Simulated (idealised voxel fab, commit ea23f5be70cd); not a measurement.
Process module, titled voxel double patterning
Square cell edge 5 nm, section width 170 nm, ID cut.
The cross-sections in this document take the form of a grid made of square cells. They are written out as bands, in order from top to bottom. Each band consists of one or more rows of cells.
Heights first: top, then bottom, in nm. Then materials, left to right, each with a width in nm. "everywhere" on a single material: fills the band edge to edge. "empty": empty space.
Height reference: 0 = level under which incoming wafer is all one material. Lowest band: no bottom, runs on downward, e.g. "0..down".
Width "30..40": first value at the band's top row of cells, second value at its bottom row, equal change from row to row.
Where the words "stayed the same" appear for a step, the cross-section shows no cell changed by that step; every cell remained as before.
Entry "Fully enclosed voids" = empty spaces >= 8 cells with no open way to the top; each as width x height at distance, distance from left edge, all nm.
Read whatever lies past the settings on a step's line as the simulator's own remark about the step.
The line of a step may include "overlay nm". On a step with a mask, this value is how far to the right of its planned place the mask lay. A negative value means the mask lay to the left.
Process steps foreseen in the plan:
1,RECEIVE | material Si
2,CONFORMAL_DEP | material SiN | thk nm 10
3,DIRECTIONAL_DEP | material SiO2 | thk nm 10
4,DIRECTIONAL_DEP | material SiCN | thk nm 5
5,DIRECTIONAL_DEP | material aC | thk nm 15
6,PATTERN | tone open | mask id FIRST | material resist | width nm 15 | pitch nm 50 | thk nm 30 | overlay nm 0
7,DIRECTIONAL_ETCH | etch materials aC | depth nm 15
8,STRIP | etch materials resist
9,DIRECTIONAL_ETCH | etch materials SiCN | depth nm 5
10,STRIP | etch materials aC
11,DIRECTIONAL_DEP | material aC | thk nm 15
12,PATTERN | tone open | mask id SECOND | material resist | width nm 15 | pitch nm 50 | thk nm 30 | overlay nm 0
13,DIRECTIONAL_ETCH | etch materials aC | depth nm 15
14,STRIP | etch materials resist
15,DIRECTIONAL_ETCH | etch materials SiCN | depth nm 5
16,STRIP | etch materials aC
17,DIRECTIONAL_ETCH | etch materials SiO2 | depth nm 10
18,STRIP | etch materials SiCN
Wafer as received: cross-section following step 1:
* 0..down: Si everywhere
* Fully enclosed voids: none
End-of-module cross-section of the first of two wafers, processed as planned:
* 20..10: 25 nm SiO2  15 nm empty  10 nm SiO2  15 nm empty  10 nm SiO2  15 nm empty  10 nm SiO2  15 nm empty  10 nm SiO2  15 nm empty  30 nm SiO2
* 10..0: SiN everywhere
* 0..down: Si everywhere
* Fully enclosed voids: none
End-of-module cross-section of the second wafer: identical starting point and process plan to the first, with one processing mistake:
* 20..10: 50 nm empty  15 nm SiO2  35 nm empty  15 nm SiO2  55 nm empty
* 10..0: SiN everywhere
* 0..down: Si everywhere
* Fully enclosed voids: none
Processing error: it should be noted that step 12 was executed with settings other than those planned, the operation and settings actually applied being PATTERN | tone cover | mask id SECOND | material resist | width nm 15 | pitch nm 50 | thk nm 30 | overlay nm 0
The closing comparison, in cells, has the second wafer with more or fewer of some materials than the first: SiO2 -26
